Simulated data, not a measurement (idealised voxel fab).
voxel lift off: a process module
cross-section cut | 170 nm wide | cells 5 nm
Throughout this document, each cross-section is represented as a grid of square cells and is presented as a sequence of bands enumerated from the top downward, where a band comprises one or more rows of cells.
First you get the band's top height and its bottom height, in nm, and then the materials it's made of, left to right, with each width in nm. If you see a single material with "edge to edge", that one covers the band edge to edge. "blank" is empty space.
Height 0 is the level under which the wafer as received is all one material. The lowest band goes on downwards, as in "0 and below".
The expression "30->40" gives the width at the extremes of the band, the first number at its top row of cells and the second at its bottom row, with the width changing by equal amounts from each row to the next in between.
Step note "no modifications" = no cross-section cell changed.
Voids not open to the top, 8 cells minimum: see "closed voids". Written width x height at distance; distance is from the left edge; nm.
Text after the settings on a step's line: the simulator's own remark on that step.
"overlay nm" on a masked step: distance the mask lay right of its planned place, negative for left.

Intended process steps:
step 1: RECEIVE (material Si)
step 2: CONFORMAL_DEP (material Al2O3; thk nm 15)
step 3: PATTERN (tone open; mask id LINES; material resist; width nm 25; pitch nm 50; thk nm 30; overlay nm 0)
step 4: DIRECTIONAL_DEP (material Ru; thk nm 15)
step 5: STRIP (etch materials resist)
step 6: CONFORMAL_DEP (material SiN; thk nm 5)

Received-state cross-section, reflecting completion of step 1:
	0 and below  Si edge to edge
	closed voids: none

Wafer cross-section at end of module: start and plan as shown above, one execution error:
	35 down to 30  blank: 45 / SiN: 25 / blank: 25 / SiN: 25 / blank: 50
	30 down to 20  blank: 45 / SiN: 5 / Ru: 15 / SiN: 5 / blank: 25 / SiN: 5 / Ru: 15 / SiN: 5 / blank: 50
	20 down to 15  SiN: 50 / Ru: 15 / SiN: 35 / Ru: 15 / SiN: 55
	15 down to 0  Al2O3 edge to edge
	0 and below  Si edge to edge
	closed voids: none
Finding, execution versus plan: so step 3 ended up running with a different setting than we planned, it ran as PATTERN (tone open; mask id LINES; material resist; width nm 15; pitch nm 50; thk nm 30; overlay nm 0)
